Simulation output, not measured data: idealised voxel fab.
Process module under the name voxel self aligned contacts
The width of the displayed cross-section, cut, is 275 nm; its cells are square, with a size of 5 nm.
Square cells in a grid make up a cross-section in this document, and the grid is given as bands, listed from the top down, each one or more rows of cells.
A band entry consists of two parts. The first gives the height of the band's top and the height of its bottom, in nm. The rest lists the band's materials from left to right, each with its width in nm. A single material labelled with the word "throughout" fills the band from edge to edge, and the word "air" marks empty space.
Zero point of the height axis is 0; under it, received wafer = one material. Lowest band: continues down indefinitely, "z 0 and below".
A width given as "30..40" starts at the first number in the band's top row and ends at the second number in its bottom row, shifting by an equal amount at every step from row to row.
What does "left unchanged" mean for a step? It means no cell of the cross-section changed in that step.
"Catalogued sealed voids" enumerates empty spaces isolated from the top, with no open way to it, that contain at least 8 cells, giving each as width x height at distance from the left edge, all three in nm.
Note: text after step settings on the step line = simulator remark on that step.
overlay nm: mask right of planned place by this much (step with mask). Neg. = left.
**The process steps that were planned are listed below**
- 1: RECEIVE (material Si)
- 2: OXIDIZE (depth nm 5)
- 3: DIRECTIONAL_DEP (material polySi; thk nm 25)
- 4: DIRECTIONAL_DEP (material SiN; thk nm 25)
- 5: DIRECTIONAL_DEP (material aC; thk nm 15)
- 6: PATTERN (tone cover; mask id GATE; material resist; width nm 35; pitch nm 80; thk nm 30; overlay nm 0)
- 7: DIRECTIONAL_ETCH (etch materials aC; depth nm 15)
- 8: STRIP (etch materials resist)
- 9: DIRECTIONAL_ETCH (etch materials SiN; depth nm 25)
- 10: DIRECTIONAL_ETCH (etch materials polySi; depth nm 25)
- 11: STRIP (etch materials aC)
- 12: CONFORMAL_DEP (material SiN; thk nm 10)
- 13: DIRECTIONAL_ETCH (etch materials SiN; depth nm 10)
- 14: FILL_DEP (material SiO2; thk nm 20)
- 15: CMP (height nm 50)
- 16: DIRECTIONAL_DEP (material aC; thk nm 10)
- 17: PATTERN (tone open; mask id CONTACT; material resist; width nm 55; pitch nm 80; thk nm 25; overlay nm 0)
- 18: DIRECTIONAL_ETCH (etch materials aC; depth nm 10)
- 19: STRIP (etch materials resist)
- 20: DIRECTIONAL_ETCH (etch materials SiO2; depth nm 65)
- 21: STRIP (etch materials aC)
- 22: CONFORMAL_DEP (material TiN; thk nm 5)
- 23: FILL_DEP (material Ru; thk nm 10)
- 24: CMP (height nm 60)
- 25: CONFORMAL_DEP (material SiCN; thk nm 5)
It is noted that the wafers described herein are identical at the outset and are distinguished by the height nm of step 15; the value stated in the plan corresponds to the first wafer.
**After step 1, as received: first of several wafers, cross-section**
    z 0 and below | Si throughout
    Catalogued sealed voids: none
**End of module, by wafer: material-by-material cell gain (+) or loss (-) since receipt, then closed voids**
height nm 50; +121 Ru; -55 Si; +55 SiCN; +225 SiN; +165 SiO2; +99 TiN; +105 polySi; Catalogued sealed voids: none
height nm 55; +84 Ru; -55 Si; +55 SiCN; +225 SiN; +198 SiO2; +103 TiN; +105 polySi; Catalogued sealed voids: none
height nm 60; +84 Ru; -55 Si; +55 SiCN; +225 SiN; +231 SiO2; +70 TiN; +105 polySi; Catalogued sealed voids: none
height nm 65; +78 Ru; -55 Si; +55 SiCN; +225 SiN; +241 SiO2; +66 TiN; +105 polySi; Catalogued sealed voids: none
height nm 70; +72 Ru; -55 Si; +55 SiCN; +225 SiN; +251 SiO2; +62 TiN; +105 polySi; Catalogued sealed voids: none
